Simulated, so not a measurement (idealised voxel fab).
The document below concerns the process module designated voxel gate over fins.
This is section cut - it's 225 nm across, gridded in 5 nm square cells.
We lay out every cross-section as a grid of square cells and spell it out in bands from the top down, where one band means one or more rows of cells. Quick guide to a band line: top height, bottom height (nm) up front; then every material left to right with its width in nm. Only one material and it's marked "all across"? Then it fills the band edge to edge. And "blank" just means empty space. Where do heights start? At 0: under that level the wafer as delivered is made of one material only. And the lowest band has no floor; it just carries on downward, as in "top 0, no bottom". Read "30->40" as a graded width: first number on top, second number at the bottom, same change between each pair of neighbouring rows. The designation "no change", where it is given for a processing step, indicates that no cell of the cross-section was altered in the course of that step. "Enclosed cavities": sealed empty spaces, 8 cells or more, no open way to top, listed width x height at distance, with distance from the left edge and width, height and distance in nm. On each step's line, the part that comes after the settings is the simulator's own comment on the step. overlay nm: on a step with a mask, how far right of its planned place the mask lay; negative means left.

THE STEPS PLANNED FOR THE PROCESS ARE AS FOLLOWS
| 1 | RECEIVE with material Si |
| 2 | CONFORMAL_DEP with material SiN, thk nm 5 |
| 3 | PATTERN with tone cover, mask id FINS, material resist, width nm 15, pitch nm 45, thk nm 15, overlay nm 0 |
| 4 | DIRECTIONAL_ETCH with etch materials SiN, depth nm 5 |
| 5 | DIRECTIONAL_ETCH with etch materials Si, depth nm 30 |
| 6 | STRIP with etch materials resist |
| 7 | OXIDIZE with depth nm 5 |
| 8 | FILL_DEP with material SiO2, thk nm 10 |
| 9 | CMP with height nm 5 |
| 10 | SELECTIVE_ETCH with etch materials SiO2, depth nm 20 |
| 11 | STRIP with etch materials SiN |
| 12 | CONFORMAL_DEP with material HfO2, thk nm 5 |
| 13 | CONFORMAL_DEP with material TiN, thk nm 5 |
| 14 | CONFORMAL_DEP with material TiAl, thk nm 5 |
| 15 | CONFORMAL_DEP with material TiN, thk nm 5 |
| 16 | FILL_DEP with material W, thk nm 15 |
| 17 | CMP with height nm 30 |
| 18 | CONFORMAL_DEP with material SiCN, thk nm 5 |
Every wafer here starts from the same state; it is the step 3 width nm that distinguishes them, and the value the plan gives belongs to the first wafer.

AS-RECEIVED STATE AFTER STEP 1, FIRST OF SEVERAL WAFERS, CROSS-SECTION
  top 0, no bottom = Si all across
  Enclosed cavities: none

AT THE END OF THE MODULE, AFTER ITS LAST STEP, STEP 18, THE FIRST OF SEVERAL WAFERS APPEARS IN CROSS-SECTION AS FOLLOWS
  top 35, bottom 30 = SiCN all across
  top 30, bottom 20 = W all across
  top 20, bottom 15 = 20 nm W | 180 nm TiN | 25 nm W
  top 15, bottom 10 = 20 nm W | 5 nm TiN | 35 nm TiAl | 10 nm TiN | 35 nm TiAl | 10 nm TiN | 35 nm TiAl | 10 nm TiN | 35 nm TiAl | 5 nm TiN | 25 nm W
  top 10, bottom 5 = 20 nm W | 5 nm TiN | 5 nm TiAl | 25 nm TiN | 5 nm TiAl | 10 nm TiN | 5 nm TiAl | 25 nm TiN | 5 nm TiAl | 10 nm TiN | 5 nm TiAl | 25 nm TiN | 5 nm TiAl | 10 nm TiN | 5 nm TiAl | 25 nm TiN | 5 nm TiAl | 5 nm TiN | 25 nm W
  top 5, bottom 0 = 25 nm TiN | 5 nm TiAl | 5 nm TiN | 15 nm HfO2 | 5 nm TiN | 5 nm TiAl | 10 nm TiN | 5 nm TiAl | 5 nm TiN | 15 nm HfO2 | 5 nm TiN | 5 nm TiAl | 10 nm TiN | 5 nm TiAl | 5 nm TiN | 15 nm HfO2 | 5 nm TiN | 5 nm TiAl | 10 nm TiN | 5 nm TiAl | 5 nm TiN | 15 nm HfO2 | 5 nm TiN | 5 nm TiAl | 30 nm TiN
  top 0, bottom -5 = 30 nm TiAl | 5 nm TiN | 5 nm HfO2 | 5 nm Si | 5 nm HfO2 | 5 nm TiN | 20 nm TiAl | 5 nm TiN | 5 nm HfO2 | 5 nm Si | 5 nm HfO2 | 5 nm TiN | 20 nm TiAl | 5 nm TiN | 5 nm HfO2 | 5 nm Si | 5 nm HfO2 | 5 nm TiN | 20 nm TiAl | 5 nm TiN | 5 nm HfO2 | 5 nm Si | 5 nm HfO2 | 5 nm TiN | 35 nm TiAl
  top -5, bottom -10 = 35 nm TiN | 5 nm HfO2 | 5 nm Si | 5 nm HfO2 | 30 nm TiN | 5 nm HfO2 | 5 nm Si | 5 nm HfO2 | 30 nm TiN | 5 nm HfO2 | 5 nm Si | 5 nm HfO2 | 30 nm TiN | 5 nm HfO2 | 5 nm Si | 5 nm HfO2 | 40 nm TiN
  top -10, bottom -15 = 40 nm HfO2 | 5 nm Si | 40 nm HfO2 | 5 nm Si | 40 nm HfO2 | 5 nm Si | 40 nm HfO2 | 5 nm Si | 45 nm HfO2
  top -15, bottom -35 = 40 nm SiO2 | 5 nm Si | 40 nm SiO2 | 5 nm Si | 40 nm SiO2 | 5 nm Si | 40 nm SiO2 | 5 nm Si | 45 nm SiO2
  top -35, no bottom = Si all across
  Enclosed cavities: none

CROSS-SECTIONAL VIEW, END OF MODULE, LAST WAFER OF SEVERAL
  top 35, bottom 30 = SiCN all across
  top 30, bottom 20 = W all across
  top 20, bottom 15 = 15 nm W | 195 nm TiN | 15 nm W
  top 15, bottom 10 = 15 nm W | 5 nm TiN | 185 nm TiAl | 5 nm TiN | 15 nm W
  top 10, bottom 5 = 15 nm W | 5 nm TiN | 5 nm TiAl | 40 nm TiN | 5 nm TiAl | 40 nm TiN | 5 nm TiAl | 40 nm TiN | 5 nm TiAl | 40 nm TiN | 5 nm TiAl | 5 nm TiN | 15 nm W
  top 5, bottom 0 = 20 nm TiN | 5 nm TiAl | 5 nm TiN | 30 nm HfO2 | 5 nm TiN | 5 nm TiAl | 5 nm TiN | 30 nm HfO2 | 5 nm TiN | 5 nm TiAl | 5 nm TiN | 30 nm HfO2 | 5 nm TiN | 5 nm TiAl | 5 nm TiN | 30 nm HfO2 | 5 nm TiN | 5 nm TiAl | 20 nm TiN
  top 0, bottom -5 = 25 nm TiAl | 5 nm TiN | 5 nm HfO2 | 20 nm Si | 5 nm HfO2 | 5 nm TiN | 5 nm TiAl | 5 nm TiN | 5 nm HfO2 | 20 nm Si | 5 nm HfO2 | 5 nm TiN | 5 nm TiAl | 5 nm TiN | 5 nm HfO2 | 20 nm Si | 5 nm HfO2 | 5 nm TiN | 5 nm TiAl | 5 nm TiN | 5 nm HfO2 | 20 nm Si | 5 nm HfO2 | 5 nm TiN | 25 nm TiAl
  top -5, bottom -10 = 30 nm TiN | 5 nm HfO2 | 20 nm Si | 5 nm HfO2 | 15 nm TiN | 5 nm HfO2 | 20 nm Si | 5 nm HfO2 | 15 nm TiN | 5 nm HfO2 | 20 nm Si | 5 nm HfO2 | 15 nm TiN | 5 nm HfO2 | 20 nm Si | 5 nm HfO2 | 30 nm TiN
  top -10, bottom -15 = 35 nm HfO2 | 20 nm Si | 25 nm HfO2 | 20 nm Si | 25 nm HfO2 | 20 nm Si | 25 nm HfO2 | 20 nm Si | 35 nm HfO2
  top -15, bottom -35 = 35 nm SiO2 | 20 nm Si | 25 nm SiO2 | 20 nm Si | 25 nm SiO2 | 20 nm Si | 25 nm SiO2 | 20 nm Si | 35 nm SiO2
  top -35, no bottom = Si all across
  Enclosed cavities: none

HEADS UP, THIS TABLE GOES WAFER BY WAFER. A ROW TELLS YOU, AT THE END OF THE MODULE, HOW MANY CELLS OF EACH MATERIAL THAT WAFER HAS PUT ON (+) OR DROPPED (-) SINCE IT WAS RECEIVED, AND THEN ITS CLOSED VOIDS
width nm 15, +69 HfO2, -287 Si, +45 SiCN, +164 SiO2, +69 TiAl, +138 TiN, +117 W, Enclosed cavities: none
width nm 20, +69 HfO2, -259 Si, +45 SiCN, +148 SiO2, +69 TiAl, +129 TiN, +114 W, Enclosed cavities: none
width nm 25, +69 HfO2, -231 Si, +45 SiCN, +132 SiO2, +69 TiAl, +120 TiN, +111 W, Enclosed cavities: none
width nm 30, +69 HfO2, -203 Si, +45 SiCN, +116 SiO2, +60 TiAl, +120 TiN, +108 W, Enclosed cavities: none
